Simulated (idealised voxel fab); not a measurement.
A process module follows: voxel wiring stack.
In the cross-section labelled cut, the width is 145 nm and each square cell is 5 nm.
A cross-section is a grid of square cells, given in bands from the top down. A band is one or more rows of cells. Basically the band line says how high the top is and how high the bottom is, in nm, and then what's in it from left to right, every material with its width in nm. Empty space shows up as "blank", and if a single material carries "full width" it runs the full band edge to edge. For the purposes of this specification, 0 denotes the height below which the wafer in its as-received condition is composed wholly of one material, and the lowermost band, lacking a lower limit, extends downward without end, as expressed in "top 0, no bottom". Per-row width for "30 to 40": begins at first number (top row of band), ends at second number (bottom row), increment between rows held constant. "changes: none" (step): cross-section cells unchanged, all of them. Voids not open to the top, 8 cells minimum: see "Sealed void listing". Written width x height at distance; distance is from the left edge; nm. Formally, on a step line, whatever follows the settings is a remark that the simulator itself makes on the step. "overlay nm" answers the question of how far to the right of plan the mask lay on a step that has a mask, and when it is negative the answer is to the left.
Here's what the planned process steps look like:
1) RECEIVE: material Si
2) CONFORMAL_DEP: material SiO2, thk nm 15
3) CONFORMAL_DEP: material SiN, thk nm 5
4) DIRECTIONAL_DEP: material lowk, thk nm 15
5) PATTERN: tone open, mask id METAL_1, material resist, width nm 25, pitch nm 45, thk nm 20, overlay nm 0
6) DIRECTIONAL_ETCH: etch materials lowk, depth nm 15
7) DIRECTIONAL_ETCH: etch materials SiN, depth nm 5
8) STRIP: etch materials resist
9) CONFORMAL_DEP: material TiN, thk nm 5
10) FILL_DEP: material W, thk nm 5
11) CMP: height nm 35
12) CONFORMAL_DEP: material SiCN, thk nm 5
13) DIRECTIONAL_DEP: material lowk, thk nm 15
14) PATTERN: tone open, mask id PLUG_1, material resist, width nm 15, thk nm 20, overlay nm 0
15) DIRECTIONAL_ETCH: etch materials lowk, depth nm 15
16) DIRECTIONAL_ETCH: etch materials SiCN, depth nm 5
17) STRIP: etch materials resist
18) EPI: material Ru, thk nm 10
19) EPI: material Ru, thk nm 10
20) DIRECTIONAL_DEP: material TiN, thk nm 5
21) DIRECTIONAL_DEP: material W, thk nm 25
22) DIRECTIONAL_DEP: material aC, thk nm 15
23) PATTERN: tone cover, mask id METAL_2, material resist, width nm 25, pitch nm 45, thk nm 35, overlay nm 0
24) DIRECTIONAL_ETCH: etch materials aC, depth nm 15
25) STRIP: etch materials resist
26) DIRECTIONAL_ETCH: etch materials W, depth nm 25
27) DIRECTIONAL_ETCH: etch materials TiN, depth nm 5
28) STRIP: etch materials aC
29) FILL_DEP: material lowk, thk nm 5
30) CMP: height nm 85
31) CONFORMAL_DEP: material SiN, thk nm 5
Incoming wafer, cross-sectional view, post step 1:
  top 0, no bottom: Si full width
  Sealed void listing: none
Cross-section taken at module completion on the first of two wafers; processed per the plan:
  top 90, bottom 85: SiN full width
  top 85, bottom 60: lowk: 35; W: 25; lowk: 20; W: 25; lowk: 40
  top 60, bottom 55: lowk: 35; TiN: 25; lowk: 20; TiN: 25; lowk: 40
  top 55, bottom 40: lowk: 35; Ru: 15; lowk: 95
  top 40, bottom 35: SiCN: 35; Ru: 15; SiCN: 95
  top 35, bottom 20: lowk: 35; TiN: 5; W: 15; TiN: 5; lowk: 20; TiN: 5; W: 15; TiN: 5; lowk: 40
  top 20, bottom 15: SiN: 35; TiN: 25; SiN: 20; TiN: 25; SiN: 40
  top 15, bottom 0: SiO2 full width
  top 0, no bottom: Si full width
  Sealed void listing: none
Here's the second of our two wafers sectioned at module end. Same start as the first, same plan, but one mistake got made running it:
  top 90, bottom 85: SiN full width
  top 85, bottom 60: lowk: 35; W: 25; lowk: 20; W: 25; lowk: 40
  top 60, bottom 55: lowk: 35; TiN: 25; lowk: 20; TiN: 25; lowk: 40
  top 55, bottom 40: lowk: 45; Ru: 15; lowk: 85
  top 40, bottom 35: SiCN: 45; Ru: 15; SiCN: 85
  top 35, bottom 20: lowk: 35; TiN: 5; W: 15; TiN: 5; lowk: 20; TiN: 5; W: 15; TiN: 5; lowk: 40
  top 20, bottom 15: SiN: 35; TiN: 25; SiN: 20; TiN: 25; SiN: 40
  top 15, bottom 0: SiO2 full width
  top 0, no bottom: Si full width
  Sealed void listing: none
Misprocessing identified: for step 14, the planned setting was not used; the step was instead run as PATTERN: tone open, mask id PLUG_1, material resist, width nm 15, thk nm 20, overlay nm 10
The concluding comparison shows that, measured in cells, each material is equally abundant on both wafers, albeit at different positions.
